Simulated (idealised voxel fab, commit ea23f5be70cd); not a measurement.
Herein follows the process module entitled voxel trench capacitor.
The width of the displayed cross-section, cut, is 285 nm; its cells are square, with a size of 5 nm.
A cross-section in this document is a grid of square cells, and it is written down as bands, the top band listed before the ones below it; a band is made up of one or more rows of cells. What a band's entry tells you: where the top is and where the bottom is, as heights in nm, and after that what lies inside, material by material from left to right, each with its width in nm. Empty space is written as the word "blank", and a single material marked with the word "throughout" occupies the band from edge to edge. Height 0 is the level under which the wafer as received is all one material. The lowest band goes on downwards, as in "0 nm and below". The notation "30->40" denotes a width that varies across the rows of cells in the band, beginning at the first number in the top row, finishing at the second number in the bottom row, and changing by an identical amount from each row to the next. What does "left unchanged" mean for a step? It means no cell of the cross-section changed in that step. In "Voids, fully enclosed" the enclosed voids are listed, meaning empty spaces of 8 cells or larger without any opening to the top. The form is width x height at distance, distance from the left edge, units nm. Step line, after settings: the simulator's comment on this step. What "overlay nm" on a step's line means: if the step has a mask, that mask lay this far to the right of its planned place, or, when the value is negative, to the left.
INTENDED PROCESS STEPS
1 RECEIVE, material Si
2 CONFORMAL_DEP, material SiN, thk nm 10
3 MASKED_ETCH, tone open, mask id TRENCH, width nm 15, pitch nm 35, etch materials SiN, depth nm 10, overlay nm 0
4 MASKED_ETCH, tone open, mask id TRENCH, width nm 15, pitch nm 35, etch materials Si, depth nm 25, overlay nm 0
5 CONFORMAL_DEP, material Al2O3, thk nm 5
6 FILL_DEP, material polySi, thk nm 10
7 CMP, height nm 10
DELIVERED WAFER IN CROSS-SECTION: STATE AFTER STEP 1
	0 nm and below = Si throughout
	Voids, fully enclosed: none
STARTING WAFER: ABOVE. PLAN: ABOVE. RUN: ONE MISTAKE. CROSS-SECTION AFTER THE MODULE: BELOW
	10 nm to 5 nm = 110 of polySi | 5 of Al2O3 | 15 of SiN | 5 of Al2O3 | 10 of polySi | 5 of Al2O3 | 15 of SiN | 5 of Al2O3 | 115 of polySi
	5 nm to 0 nm = 115 of Al2O3 | 15 of SiN | 20 of Al2O3 | 15 of SiN | 120 of Al2O3
	0 nm and below = Si throughout
	Voids, fully enclosed: none
what went wrong: note that step 3 departed from the planned setting and was carried out as MASKED_ETCH, tone cover, mask id TRENCH, width nm 15, pitch nm 35, etch materials SiN, depth nm 10, overlay nm 0
